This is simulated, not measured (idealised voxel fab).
Documented hereafter: the process module known as voxel fin reveal.
For reference, the cross-section in this document is cut, with width 200 nm and square cells of 5 nm.
Just so we're on the same page, the cross-sections are grids of square cells, and they're listed out in bands top to bottom, each band one or more rows deep.
This entry defines a band. It first specifies the height of the band's top and the height of its bottom in nm, and then specifies the band's materials from left to right, stating each material with its width in nm. The word "full width" identifies a single material that fills the band from edge to edge, while the word "air" identifies empty space.
Zero point of the height axis is 0; under it, received wafer = one material. Lowest band: continues down indefinitely, "0 -> down".
Read "30..40" as a graded width: first number on top, second number at the bottom, same change between each pair of neighbouring rows.
The designation "identical to before", where it is given for a processing step, indicates that no cell of the cross-section was altered in the course of that step.
Heads up: "Enclosed void catalog" only lists the empty pockets with no open path to the top that are 8 cells or more, and it writes them as width x height at distance, distance from the left edge, in nm.
Heads up: the bit after the settings on a step's line is the simulator's remark on that step.
Regarding "overlay nm": on a step with a mask, it is the distance the mask lay to the right of its planned place; a negative value places it to the left.
**The process steps that were planned are listed below**
1) RECEIVE | material Si
2) CONFORMAL_DEP | material SiN | thk nm 5
3) PATTERN | tone cover | mask id FINS | material resist | width nm 15 | pitch nm 45 | thk nm 20 | overlay nm 0
4) DIRECTIONAL_ETCH | etch materials SiN | depth nm 5
5) DIRECTIONAL_ETCH | etch materials Si | depth nm 35
6) STRIP | etch materials resist
7) FILL_DEP | material SiO2 | thk nm 5
8) CMP | height nm 5
9) SELECTIVE_ETCH | etch materials SiO2 | depth nm 20
10) STRIP | etch materials SiN
11) CONFORMAL_DEP | material HfO2 | thk nm 5
**As-received wafer cross-section (after step 1)**
* 0 -> down  Si full width
* Enclosed void catalog: none
**Cross-sectional view of the first of the two wafers upon completion of the module, processed in accordance with the plan**
* 5 -> 0  air=65, then HfO2=25, then air=20, then HfO2=25, then air=65
* 0 -> -10  air=65, then HfO2=5, then Si=15, then HfO2=5, then air=20, then HfO2=5, then Si=15, then HfO2=5, then air=65
* -10 -> -15  HfO2=70, then Si=15, then HfO2=30, then Si=15, then HfO2=70
* -15 -> -35  SiO2=70, then Si=15, then SiO2=30, then Si=15, then SiO2=70
* -35 -> down  Si full width
* Enclosed void catalog: none
**Cross-section, second wafer: same start as the first, same plan as the first, one mistake in running it; taken at the end of the module**
* 0 -> -15  air=70, then Si=15, then air=30, then Si=15, then air=70
* -15 -> -35  SiO2=70, then Si=15, then SiO2=30, then Si=15, then SiO2=70
* -35 -> down  Si full width
* Enclosed void catalog: none
What went wrong in running the wafer? skipped: plan step 11 (never run)
Materials where the second wafer ends with more or fewer cells than the first: HfO2 -52
